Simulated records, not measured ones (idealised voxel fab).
process module | voxel wiring stack
cross-section cut | 255 nm wide | cells 5 nm
A cross-section is a grid of square cells, given in bands from the top down. A band is one or more rows of cells.
Each band's line starts with the height of the band's top and of its bottom, in nm. Then come its materials from left to right, each with its width in nm. One material with "throughout" fills the band from edge to edge. "air" is empty space.
Height 0 is the level under which the wafer as received is all one material. The lowest band goes on downwards, as in "0 down".
A width such as "30 to 40" changes by the same amount from each row of cells to the next, from the band's top row to its bottom row.
"no change" after a step means that no cell of the cross-section changed.
closed voids: empty space of 8 cells or more with no open way to the top, each as width x height at its distance from the left edge, in nm
after a step's settings: what the simulator itself notes on the step
overlay nm, on a step with a mask: how far to the right of its planned place the mask lay; to the left if negative
plan
1 op RECEIVE | material Si
2 op CONFORMAL_DEP | material SiO2 | thk nm 10
3 op CONFORMAL_DEP | material SiCN | thk nm 5
4 op DIRECTIONAL_DEP | material SiO2 | thk nm 20
5 op DIRECTIONAL_DEP | material aC | thk nm 10
6 op PATTERN | tone open | mask id METAL_1 | material resist | width nm 30 | pitch nm 55 | thk nm 30 | overlay nm 0
7 op DIRECTIONAL_ETCH | etch materials aC | depth nm 10
8 op STRIP | etch materials resist
9 op DIRECTIONAL_ETCH | etch materials SiO2 | depth nm 20
10 op DIRECTIONAL_ETCH | etch materials SiCN | depth nm 5
11 op STRIP | etch materials aC
12 op CONFORMAL_DEP | material TiN | thk nm 5
13 op FILL_DEP | material Ru | thk nm 10
14 op CMP | height nm 35
15 op CONFORMAL_DEP | material SiCN | thk nm 5
16 op DIRECTIONAL_DEP | material lowk | thk nm 20
17 op DIRECTIONAL_DEP | material aC | thk nm 15
18 op PATTERN | tone open | mask id PLUG_1 | material resist | width nm 15 | thk nm 35 | overlay nm 0
19 op DIRECTIONAL_ETCH | etch materials aC | depth nm 15
20 op STRIP | etch materials resist
21 op DIRECTIONAL_ETCH | etch materials lowk | depth nm 20
22 op DIRECTIONAL_ETCH | etch materials SiCN | depth nm 5
23 op STRIP | etch materials aC
24 op CONFORMAL_DEP | material TiN | thk nm 5
25 op FILL_DEP | material Cu | thk nm 10
26 op CMP | height nm 60
27 op CONFORMAL_DEP | material SiN | thk nm 5
28 op DIRECTIONAL_DEP | material SiO2 | thk nm 25
29 op MASKED_ETCH | tone open | mask id METAL_2 | width nm 30 | pitch nm 55 | etch materials SiO2 | depth nm 25 | overlay nm -15
30 op MASKED_ETCH | tone open | mask id METAL_2 | width nm 30 | pitch nm 55 | etch materials SiN | depth nm 5 | overlay nm 0
31 op CONFORMAL_DEP | material TiN | thk nm 5
32 op FILL_DEP | material Ru | thk nm 5
33 op CMP | height nm 90
34 op CONFORMAL_DEP | material SiN | thk nm 5
varied across the wafers: overlay nm of step 29. The plan shows the first wafer's value. All wafers start alike
first wafer as received, after step 1
  0 down: Si throughout
  closed voids: none
first wafer at the end, after step 34
  95 to 90: SiN throughout
  90 to 70: SiO2 70 | TiN 5 | Ru 20 | TiN 5 | SiO2 25 | TiN 5 | Ru 20 | TiN 5 | SiO2 100
  70 to 65: SiO2 70 | TiN 20 | Ru 5 | TiN 5 | SiO2 25 | TiN 20 | Ru 5 | TiN 5 | SiO2 100
  65 to 60: SiN 85 | TiN 15 | SiN 40 | TiN 15 | SiN 100
  60 to 40: lowk 85 | TiN 5 | Cu 5 | TiN 5 | lowk 155
  40 to 35: SiCN 85 | TiN 15 | SiCN 155
  35 to 15: SiO2 85 | TiN 5 | Ru 20 | TiN 5 | SiO2 25 | TiN 5 | Ru 20 | TiN 5 | SiO2 85
  15 to 10: SiCN 85 | TiN 30 | SiCN 25 | TiN 30 | SiCN 85
  10 to 0: SiO2 throughout
  0 down: Si throughout
  closed voids: none
last wafer at the end
  95 to 90: SiN throughout
  90 to 70: SiO2 100 | TiN 5 | Ru 20 | TiN 5 | SiO2 25 | TiN 5 | Ru 20 | TiN 5 | SiO2 70
  70 to 65: SiO2 100 | TiN 5 | Ru 5 | TiN 20 | SiO2 25 | TiN 5 | Ru 5 | TiN 20 | SiO2 70
  65 to 60: SiN 100 | TiN 15 | SiN 40 | TiN 15 | SiN 85
  60 to 40: lowk 85 | TiN 5 | Cu 5 | TiN 5 | lowk 155
  40 to 35: SiCN 85 | TiN 15 | SiCN 155
  35 to 15: SiO2 85 | TiN 5 | Ru 20 | TiN 5 | SiO2 25 | TiN 5 | Ru 20 | TiN 5 | SiO2 85
  15 to 10: SiCN 85 | TiN 30 | SiCN 25 | TiN 30 | SiCN 85
  10 to 0: SiO2 throughout
  0 down: Si throughout
  closed voids: none
each wafer at the end: cells of each material gained (+) or lost (-) since it was received, then its closed voids
overlay nm -15 | +4 Cu | +66 Ru | +87 SiCN | +96 SiN | +453 SiO2 | +71 TiN | +192 lowk | closed voids: none
overlay nm -10 | +4 Cu | +68 Ru | +87 SiCN | +94 SiN | +453 SiO2 | +71 TiN | +192 lowk | closed voids: none
overlay nm -5 | +4 Cu | +70 Ru | +87 SiCN | +92 SiN | +453 SiO2 | +71 TiN | +192 lowk | closed voids: none
overlay nm 0 | +4 Cu | +72 Ru | +87 SiCN | +90 SiN | +453 SiO2 | +71 TiN | +192 lowk | closed voids: none
overlay nm 5 | +4 Cu | +70 Ru | +87 SiCN | +92 SiN | +453 SiO2 | +71 TiN | +192 lowk | closed voids: none
overlay nm 10 | +4 Cu | +68 Ru | +87 SiCN | +94 SiN | +453 SiO2 | +71 TiN | +192 lowk | closed voids: none
overlay nm 15 | +4 Cu | +66 Ru | +87 SiCN | +96 SiN | +453 SiO2 | +71 TiN | +192 lowk | closed voids: none
